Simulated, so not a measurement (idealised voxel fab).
process module | voxel double patterning
cross-section cut | 255 nm wide | cells 5 nm
A cross-section is a grid of square cells, given in bands from the top down. A band is one or more rows of cells.
Each band's line starts with the height of the band's top and of its bottom, in nm. Then come its materials from left to right, each with its width in nm. One material with "throughout" fills the band from edge to edge. "air" is empty space.
Height 0 is the level under which the wafer as received is all one material. The lowest band goes on downwards, as in "0 down".
A width such as "30 to 40" changes by the same amount from each row of cells to the next, from the band's top row to its bottom row.
"no change" after a step means that no cell of the cross-section changed.
closed voids: empty space of 8 cells or more with no open way to the top, each as width x height at its distance from the left edge, in nm
after a step's settings: what the simulator itself notes on the step
overlay nm, on a step with a mask: how far to the right of its planned place the mask lay; to the left if negative
plan
1 op RECEIVE | material Si
2 op CONFORMAL_DEP | material SiO2 | thk nm 5
3 op DIRECTIONAL_DEP | material TiN | thk nm 10
4 op DIRECTIONAL_DEP | material SiCN | thk nm 5
5 op PATTERN | tone open | mask id FIRST | material resist | width nm 15 | pitch nm 50 | thk nm 15 | overlay nm 0
6 op DIRECTIONAL_ETCH | etch materials SiCN | depth nm 5
7 op STRIP | etch materials resist
8 op MASKED_ETCH | tone open | mask id SECOND | width nm 15 | etch materials SiCN | depth nm 5 | overlay nm 0
9 op DIRECTIONAL_ETCH | etch materials TiN | depth nm 10
10 op STRIP | etch materials SiCN
first wafer, as planned
as received, after step 1
  0 down: Si throughout
  closed voids: none
after step 2
  5 to 0: SiO2 throughout
  below 0: unchanged
after step 3
  15 to 5: TiN throughout
  below 5: unchanged
after step 4
  20 to 15: SiCN throughout
  below 15: unchanged
after step 5
  35 to 20: resist 95 | air 15 | resist 35 | air 15 | resist 95
  below 20: unchanged
after step 6
  35 to 20: resist 95 | air 15 | resist 35 | air 15 | resist 95
  20 to 15: SiCN 95 | air 15 | SiCN 35 | air 15 | SiCN 95
  below 15: unchanged
after step 7
  20 to 15: SiCN 95 | air 15 | SiCN 35 | air 15 | SiCN 95
  below 15: unchanged
after step 8
  20 to 15: SiCN 95 | air 15 | SiCN 10 | air 15 | SiCN 10 | air 15 | SiCN 95
  below 15: unchanged
after step 9
  20 to 15: SiCN 95 | air 15 | SiCN 10 | air 15 | SiCN 10 | air 15 | SiCN 95
  15 to 5: TiN 95 | air 15 | TiN 10 | air 15 | TiN 10 | air 15 | TiN 95
  below 5: unchanged
after step 10
  15 to 5: TiN 95 | air 15 | TiN 10 | air 15 | TiN 10 | air 15 | TiN 95
  below 5: unchanged
second wafer: like start, like plan, one mistake. Through step 7 it matches the first wafer
when step 8 should have ended
  20 to 15: SiCN 95 | air 15 | SiCN 10 | air 15 | SiCN 10 | air 15 | SiCN 95
  below 15: unchanged
when step 9 should have ended
  20 to 15: SiCN 95 | air 15 | SiCN 10 | air 15 | SiCN 10 | air 15 | SiCN 95
  15 to 5: TiN 95 | air 15 | TiN 10 | air 15 | TiN 10 | air 15 | TiN 95
  below 5: unchanged
when step 10 should have ended
  15 to 5: TiN 95 | air 15 | TiN 10 | air 15 | TiN 10 | air 15 | TiN 95
  below 5: unchanged
what went wrong: step 8 was run twice
at the end the two cross-sections are the same: no effect in what this model computes
